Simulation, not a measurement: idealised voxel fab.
Herein follows the process module entitled voxel quadruple lines.
230 nm wide, 5 nm square cells: that's cross-section cut.
This document writes a cross-section as a grid whose cells are square, and gives it as bands, listed from the top down; one or more rows of cells form a band. First you get the band's top height and its bottom height, in nm, and then the materials it's made of, left to right, with each width in nm. If you see a single material with "all across", that one covers the band edge to edge. "blank" is empty space. A quick word on heights: they are counted from 0, and under that level the wafer as it came to us is one material throughout. The lowest band is different from the rest in having no bottom; it simply continues downward, written as in "z 0 and below". You'd read "30->40" like this: the band's top row of cells is as wide as the first number, its bottom row is as wide as the second, and going down, every row changes width by the same amount as the row before did. No cell of the cross-section changed in a step that is given as "no change occurred". Closed empty spaces (no open way to the top) of 8 cells or more are what "Closed internal cavities" lists, each as width x height at distance from the left edge, nm for all three. It should be noted that, on the line of a given step, the content following the step's settings is a remark produced by the simulator itself with respect to that step. overlay nm, on a step with a mask: how far to the right of its planned place the mask lay; to the left if negative.
INTENDED PROCESS STEPS
1 RECEIVE: material Si
2 CONFORMAL_DEP: material Al2O3, thk nm 10
3 DIRECTIONAL_DEP: material W, thk nm 15
4 DIRECTIONAL_DEP: material polySi, thk nm 20
5 DIRECTIONAL_DEP: material aC, thk nm 20
6 PATTERN: tone cover, mask id MANDREL, material resist, width nm 35, pitch nm 100, thk nm 30, overlay nm 0
7 DIRECTIONAL_ETCH: etch materials aC, depth nm 20
8 STRIP: etch materials resist
9 CONFORMAL_DEP: material SiO2, thk nm 15
10 DIRECTIONAL_ETCH: etch materials SiO2, depth nm 15
11 STRIP: etch materials aC
12 DIRECTIONAL_ETCH: etch materials polySi, depth nm 20
13 STRIP: etch materials SiO2
14 CONFORMAL_DEP: material SiCN, thk nm 10
15 DIRECTIONAL_ETCH: etch materials SiCN, depth nm 10
16 STRIP: etch materials polySi
17 DIRECTIONAL_ETCH: etch materials W, depth nm 15
18 STRIP: etch materials SiCN
19 FILL_DEP: material lowk, thk nm 5
20 CMP: height nm 25
HERE'S WHAT THE WAFER LOOKED LIKE IN CROSS-SECTION WHEN IT ARRIVED - THAT'S AFTER STEP 1
	z 0 and below | Si all across
	Closed internal cavities: none
THE FOLLOWING CROSS-SECTION DEPICTS THE WAFER UPON CONCLUSION OF THE MODULE. PROCESSING COMMENCED FROM THE STARTING CONDITION ILLUSTRATED ABOVE AND ADHERED TO THE PLAN ILLUSTRATED ABOVE, SAVE FOR ONE MISTAKE IN EXECUTION
	z 25 to 15 | Al2O3 all across
	z 15 to 0 | W all across
	z 0 and below | Si all across
	Closed internal cavities: none
It is concluded that the wafer was processed incorrectly with respect to the plan, in that sequence error: steps 2 and 3 interchanged
